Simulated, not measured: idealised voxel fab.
Process module under the name voxel wiring stack
We display cut, a cross-section 280 nm in width whose square cells are each 5 nm.
Format of a cross-section: grid, square cells. Given as bands. Order: top down. Band: one or more rows of cells. A band entry consists of two parts. The first gives the height of the band's top and the height of its bottom, in nm. The rest lists the band's materials from left to right, each with its width in nm. A single material labelled with the word "edge to edge" fills the band from edge to edge, and the word "blank" marks empty space. We count height from 0. Below that, the starting wafer is all one material. The lowest band never ends at the bottom but goes on down; see "0..down" for how that is written. Graded width ("30->40"): value in top row of band = first number; value in bottom row = second number; row-to-row change constant. It should be understood that the words "all unchanged", when stated for a given step, signify that the cross-section underwent no change in any of its cells during that step. Heads up: "Sealed void list" only lists the empty pockets with no open path to the top that are 8 cells or more, and it writes them as width x height at distance, distance from the left edge, in nm. Where a step's line continues beyond its settings, the continuation is a remark by the simulator itself on that step. overlay nm: right-of-plan distance of the mask on a masked step; negative values mean left-of-plan.
### Process steps (planned)
step 1: RECEIVE [material Si]
step 2: CONFORMAL_DEP [material SiO2] [thk nm 10]
step 3: CONFORMAL_DEP [material SiN] [thk nm 5]
step 4: DIRECTIONAL_DEP [material lowk] [thk nm 25]
step 5: PATTERN [tone open] [mask id METAL_1] [material resist] [width nm 30] [pitch nm 60] [thk nm 15] [overlay nm 0]
step 6: DIRECTIONAL_ETCH [etch materials lowk] [depth nm 25]
step 7: DIRECTIONAL_ETCH [etch materials SiN] [depth nm 5]
step 8: STRIP [etch materials resist]
step 9: CONFORMAL_DEP [material TiN] [thk nm 5]
step 10: FILL_DEP [material W] [thk nm 5]
step 11: CMP [height nm 40]
step 12: CONFORMAL_DEP [material SiCN] [thk nm 5]
step 13: DIRECTIONAL_DEP [material lowk] [thk nm 20]
step 14: DIRECTIONAL_DEP [material aC] [thk nm 15]
step 15: PATTERN [tone open] [mask id PLUG_1] [material resist] [width nm 15] [pitch nm 120] [thk nm 30] [overlay nm 0]
step 16: DIRECTIONAL_ETCH [etch materials aC] [depth nm 15]
step 17: STRIP [etch materials resist]
step 18: DIRECTIONAL_ETCH [etch materials lowk] [depth nm 20]
step 19: DIRECTIONAL_ETCH [etch materials SiCN] [depth nm 5]
step 20: STRIP [etch materials aC]
step 21: EPI [material Ru] [thk nm 10]
step 22: EPI [material Ru] [thk nm 10]
step 23: EPI [material Ru] [thk nm 5]
step 24: CONFORMAL_DEP [material SiCN] [thk nm 5]
step 25: DIRECTIONAL_DEP [material lowk] [thk nm 25]
step 26: MASKED_ETCH [tone open] [mask id METAL_2] [width nm 30] [pitch nm 60] [etch materials lowk] [depth nm 25] [overlay nm 0]
step 27: MASKED_ETCH [tone open] [mask id METAL_2] [width nm 30] [pitch nm 60] [etch materials SiCN] [depth nm 5] [overlay nm 0]
step 28: CONFORMAL_DEP [material TiN] [thk nm 5]
step 29: FILL_DEP [material Cu] [thk nm 10]
step 30: CMP [height nm 95]
step 31: CONFORMAL_DEP [material SiCN] [thk nm 5]
step 32: DIRECTIONAL_DEP [material SiO2] [thk nm 35]
step 33: DIRECTIONAL_DEP [material aC] [thk nm 10]
step 34: PATTERN [tone open] [mask id METAL_3] [material resist] [width nm 30] [pitch nm 60] [thk nm 30] [overlay nm 0]
step 35: DIRECTIONAL_ETCH [etch materials aC] [depth nm 10]
step 36: STRIP [etch materials resist]
step 37: DIRECTIONAL_ETCH [etch materials SiO2] [depth nm 20]
step 38: STRIP [etch materials aC]
step 39: PATTERN [tone open] [mask id METAL_3_HOLES] [material resist] [width nm 15] [pitch nm 120] [thk nm 15] [overlay nm 0]
step 40: DIRECTIONAL_ETCH [etch materials SiO2] [depth nm 15]
step 41: DIRECTIONAL_ETCH [etch materials SiCN] [depth nm 5]
step 42: STRIP [etch materials resist]
step 43: CONFORMAL_DEP [material TiN] [thk nm 5]
step 44: FILL_DEP [material Cu] [thk nm 10]
step 45: CMP [height nm 135]
step 46: CONFORMAL_DEP [material SiN] [thk nm 5]
### This is the cross-section of the wafer as we received it, i.e. after step 1
* 0..down: Si edge to edge
* Sealed void list: none
### The following cross-section depicts the wafer upon conclusion of the module. Processing commenced from the starting condition illustrated above and adhered to the plan illustrated above, save for one mistake in execution
* 140..135: SiN edge to edge
* 135..125: Cu edge to edge
* 125..120: TiN 70; Cu 20; TiN 40; Cu 20; TiN 40; Cu 20; TiN 70
* 120..115: SiO2 65; TiN 20; Cu 5; TiN 5; SiO2 30; TiN 5; Cu 20; TiN 5; SiO2 30; TiN 20; Cu 5; TiN 5; SiO2 65
* 115..100: SiO2 80; TiN 5; Cu 5; TiN 5; SiO2 30; TiN 5; Cu 20; TiN 5; SiO2 45; TiN 5; Cu 5; TiN 5; SiO2 65
* 100..95: SiCN 80; TiN 15; SiCN 30; TiN 30; SiCN 45; TiN 15; SiCN 65
* 95..70: lowk 65; TiN 5; Cu 20; TiN 5; lowk 30; TiN 5; Cu 20; TiN 5; lowk 30; TiN 5; Cu 20; TiN 5; lowk 65
* 70..65: SiCN 65; TiN 30; SiCN 30; TiN 30; SiCN 30; TiN 30; SiCN 65
* 65..45: lowk 65; Ru 15; lowk 105; Ru 15; lowk 80
* 45..40: SiCN 65; Ru 15; SiCN 105; Ru 15; SiCN 80
* 40..15: lowk 65; TiN 5; W 20; TiN 5; lowk 30; TiN 5; W 20; TiN 5; lowk 30; TiN 5; W 20; TiN 5; lowk 65
* 15..10: SiN 65; TiN 30; SiN 30; TiN 30; SiN 30; TiN 30; SiN 65
* 10..0: SiO2 edge to edge
* 0..down: Si edge to edge
* Sealed void list: none
Which mistake was made when the wafer was run? it should be noted that step 39 was executed with settings other than those planned, the operation and settings actually applied being PATTERN [tone cover] [mask id METAL_3_HOLES] [material resist] [width nm 15] [pitch nm 120] [thk nm 15] [overlay nm 0]
